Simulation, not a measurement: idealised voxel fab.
process module | voxel transistor to metal
cross-section cut | 290 nm wide | cells 5 nm
A cross-section is a grid of square cells, given in bands from the top down. A band is one or more rows of cells.
Each band's line starts with the height of the band's top and of its bottom, in nm. Then come its materials from left to right, each with its width in nm. One material with "throughout" fills the band from edge to edge. "air" is empty space.
Height 0 is the level under which the wafer as received is all one material. The lowest band goes on downwards, as in "0 down".
A width such as "30 to 40" changes by the same amount from each row of cells to the next, from the band's top row to its bottom row.
"no change" after a step means that no cell of the cross-section changed.
closed voids: empty space of 8 cells or more with no open way to the top, each as width x height at its distance from the left edge, in nm
after a step's settings: what the simulator itself notes on the step
overlay nm, on a step with a mask: how far to the right of its planned place the mask lay; to the left if negative
plan
1 op RECEIVE | material Si
2 op OXIDIZE | depth nm 5
3 op CONFORMAL_DEP | material SiN | thk nm 10
4 op PATTERN | tone cover | mask id ACTIVE | material resist | width nm 115 | pitch nm 140 | thk nm 15 | overlay nm 0
5 op DIRECTIONAL_ETCH | etch materials SiN | depth nm 10
6 op DIRECTIONAL_ETCH | etch materials SiO2 | depth nm 5
7 op DIRECTIONAL_ETCH | etch materials Si | depth nm 20
8 op STRIP | etch materials resist
9 op FILL_DEP | material SiO2 | thk nm 10
10 op CMP | height nm 10
11 op SELECTIVE_ETCH | etch materials SiO2 | depth nm 5
12 op STRIP | etch materials SiN
13 op SELECTIVE_ETCH | etch materials SiO2 | depth nm 5
14 op OXIDIZE | depth nm 5
15 op DIRECTIONAL_DEP | material polySi | thk nm 30
16 op DIRECTIONAL_DEP | material SiCN | thk nm 15
17 op DIRECTIONAL_DEP | material aC | thk nm 10
18 op PATTERN | tone cover | mask id GATE | material resist | width nm 25 | pitch nm 140 | thk nm 25 | overlay nm 0
19 op DIRECTIONAL_ETCH | etch materials aC | depth nm 10
20 op STRIP | etch materials resist
21 op DIRECTIONAL_ETCH | etch materials SiCN | depth nm 25
22 op DIRECTIONAL_ETCH | etch materials polySi | depth nm 40
23 op STRIP | etch materials aC
24 op CONFORMAL_DEP | material SiO2 | thk nm 5
25 op DIRECTIONAL_ETCH | etch materials SiO2 | depth nm 5
26 op CONFORMAL_DEP | material SiN | thk nm 10
27 op DIRECTIONAL_ETCH | etch materials SiN | depth nm 10
28 op DIRECTIONAL_ETCH | etch materials SiO2 | depth nm 5
29 op DIRECTIONAL_ETCH | etch materials Si | depth nm 15
30 op EPI | material SiGe | thk nm 15
31 op FILL_DEP | material SiO2 | thk nm 5
32 op CMP | height nm 40
33 op DIRECTIONAL_DEP | material SiO2 | thk nm 15
34 op MASKED_ETCH | tone open | mask id CONTACT | width nm 30 | etch materials SiO2 | depth nm 50 | overlay nm 0
35 op CONFORMAL_DEP | material TiN | thk nm 5
36 op FILL_DEP | material W | thk nm 5
37 op CMP | height nm 55
38 op CONFORMAL_DEP | material SiN | thk nm 5
39 op DIRECTIONAL_DEP | material lowk | thk nm 15
40 op MASKED_ETCH | tone open | mask id METAL_1 | width nm 20 | etch materials lowk | depth nm 15 | overlay nm 0
41 op MASKED_ETCH | tone open | mask id METAL_1 | width nm 20 | etch materials SiN | depth nm 5 | overlay nm 0
42 op CONFORMAL_DEP | material TiN | thk nm 5
43 op FILL_DEP | material Cu | thk nm 10
44 op CMP | height nm 75
45 op EPI | material Ru | thk nm 5
46 op FILL_DEP | material SiCN | thk nm 5
as received, after step 1
  0 down: Si throughout
  closed voids: none
first wafer at the end, as planned
  85 to 80: SiCN throughout
  80 to 75: SiCN 20 | Ru 30 | SiCN 45 | Ru 30 | SiCN 35 | Ru 30 | SiCN 45 | Ru 30 | SiCN 25
  75 to 60: lowk 25 | TiN 5 | Cu 10 | TiN 5 | lowk 55 | TiN 5 | Cu 10 | TiN 5 | lowk 45 | TiN 5 | Cu 10 | TiN 5 | lowk 55 | TiN 5 | Cu 10 | TiN 5 | lowk 30
  60 to 55: SiN 25 | TiN 20 | SiN 55 | TiN 20 | SiN 45 | TiN 20 | SiN 55 | TiN 20 | SiN 30
  55 to 45: SiO2 25 | TiN 5 | W 20 | TiN 5 | SiO2 35 | TiN 5 | W 20 | TiN 5 | SiO2 45 | TiN 5 | W 20 | TiN 5 | SiO2 35 | TiN 5 | W 20 | TiN 5 | SiO2 30
  45 to 40: SiO2 25 | TiN 5 | W 10 | TiN 15 | SiO2 35 | TiN 15 | W 10 | TiN 5 | SiO2 45 | TiN 5 | W 10 | TiN 15 | SiO2 35 | TiN 15 | W 10 | TiN 5 | SiO2 30
  40 to 25: SiO2 25 | TiN 5 | W 10 | TiN 5 | SiN 10 | SiO2 5 | SiCN 25 | SiO2 5 | SiN 10 | TiN 5 | W 10 | TiN 5 | SiO2 45 | TiN 5 | W 10 | TiN 5 | SiN 10 | SiO2 5 | SiCN 25 | SiO2 5 | SiN 10 | TiN 5 | W 10 | TiN 5 | SiO2 30
  25 to 10: SiO2 25 | TiN 5 | W 10 | TiN 5 | SiN 10 | SiO2 5 | polySi 25 | SiO2 5 | SiN 10 | TiN 5 | W 10 | TiN 5 | SiO2 45 | TiN 5 | W 10 | TiN 5 | SiN 10 | SiO2 5 | polySi 25 | SiO2 5 | SiN 10 | TiN 5 | W 10 | TiN 5 | SiO2 30
  10 to 5: SiO2 25 | TiN 20 | SiN 10 | SiO2 5 | polySi 25 | SiO2 5 | SiN 10 | TiN 20 | SiO2 45 | TiN 20 | SiN 10 | SiO2 5 | polySi 25 | SiO2 5 | SiN 10 | TiN 20 | SiO2 30
  5 to 0: SiO2 20 | SiGe 25 | SiN 10 | SiO2 5 | polySi 25 | SiO2 5 | SiN 10 | SiGe 25 | SiO2 35 | SiGe 25 | SiN 10 | SiO2 5 | polySi 25 | SiO2 5 | SiN 10 | SiGe 25 | SiO2 25
  0 to -5: SiO2 15 | SiN 10 | SiGe 20 | SiN 10 | SiO2 5 | polySi 25 | SiO2 5 | SiN 10 | SiGe 20 | SiN 10 | SiO2 25 | SiN 10 | SiGe 20 | SiN 10 | SiO2 5 | polySi 25 | SiO2 5 | SiN 10 | SiGe 20 | SiN 10 | SiO2 20
  -5 to -10: SiO2 25 | SiGe 20 | SiO2 55 | SiGe 20 | SiO2 45 | SiGe 20 | SiO2 55 | SiGe 20 | SiO2 30
  -10 to -25: SiO2 15 | Si 10 | SiGe 20 | Si 55 | SiGe 20 | Si 10 | SiO2 25 | Si 10 | SiGe 20 | Si 55 | SiGe 20 | Si 10 | SiO2 20
  -25 down: Si throughout
  closed voids: none
second wafer at the end: like start, like plan, one mistake
  85 to 80: SiCN throughout
  80 to 75: SiCN 20 | Ru 30 | SiCN 45 | Ru 30 | SiCN 35 | Ru 30 | SiCN 45 | Ru 30 | SiCN 25
  75 to 60: lowk 25 | TiN 5 | Cu 10 | TiN 5 | lowk 55 | TiN 5 | Cu 10 | TiN 5 | lowk 45 | TiN 5 | Cu 10 | TiN 5 | lowk 55 | TiN 5 | Cu 10 | TiN 5 | lowk 30
  60 to 55: SiN 25 | TiN 20 | SiN 55 | TiN 20 | SiN 45 | TiN 20 | SiN 55 | TiN 20 | SiN 30
  55 to 45: SiO2 25 | TiN 5 | W 20 | TiN 5 | SiO2 35 | TiN 5 | W 20 | TiN 5 | SiO2 45 | TiN 5 | W 20 | TiN 5 | SiO2 35 | TiN 5 | W 20 | TiN 5 | SiO2 30
  45 to 40: SiO2 25 | TiN 5 | W 10 | TiN 15 | SiO2 35 | TiN 15 | W 10 | TiN 5 | SiO2 45 | TiN 5 | W 10 | TiN 15 | SiO2 35 | TiN 15 | W 10 | TiN 5 | SiO2 30
  40 to 30: SiO2 25 | TiN 5 | W 10 | TiN 5 | SiN 10 | SiO2 5 | SiCN 25 | SiO2 5 | SiN 10 | TiN 5 | W 10 | TiN 5 | SiO2 45 | TiN 5 | W 10 | TiN 5 | SiN 10 | SiO2 5 | SiCN 25 | SiO2 5 | SiN 10 | TiN 5 | W 10 | TiN 5 | SiO2 30
  30 to 10: SiO2 25 | TiN 5 | W 10 | TiN 5 | SiN 10 | SiO2 5 | polySi 25 | SiO2 5 | SiN 10 | TiN 5 | W 10 | TiN 5 | SiO2 45 | TiN 5 | W 10 | TiN 5 | SiN 10 | SiO2 5 | polySi 25 | SiO2 5 | SiN 10 | TiN 5 | W 10 | TiN 5 | SiO2 30
  10 to 5: SiO2 25 | TiN 20 | SiN 10 | SiO2 5 | polySi 25 | SiO2 5 | SiN 10 | TiN 20 | SiO2 45 | TiN 20 | SiN 10 | SiO2 5 | polySi 25 | SiO2 5 | SiN 10 | TiN 20 | SiO2 30
  5 to 0: SiGe 10 | SiO2 35 | SiN 10 | SiO2 5 | polySi 25 | SiO2 5 | SiN 10 | SiO2 35 | SiGe 15 | SiO2 35 | SiN 10 | SiO2 5 | polySi 25 | SiO2 5 | SiN 10 | SiO2 35 | SiGe 15
  0 to -5: SiGe 5 | SiN 10 | SiO2 115 | SiN 10 | SiGe 5 | SiN 10 | SiO2 115 | SiN 10 | SiGe 10
  -5 to -10: SiGe 5 | SiO2 135 | SiGe 5 | SiO2 135 | SiGe 10
  -10 to -25: SiGe 5 | Si 10 | SiO2 115 | Si 10 | SiGe 5 | Si 10 | SiO2 115 | Si 10 | SiGe 10
  -25 down: Si throughout
  closed voids: none
what went wrong: step 4 ran as: op PATTERN | tone open | mask id ACTIVE | material resist | width nm 115 | pitch nm 140 | thk nm 15 | overlay nm 0
at the end the second wafer has, in cells: 66 fewer of Si | 10 fewer of SiCN | 72 fewer of SiGe | 8 fewer of SiN | 156 more of SiO2
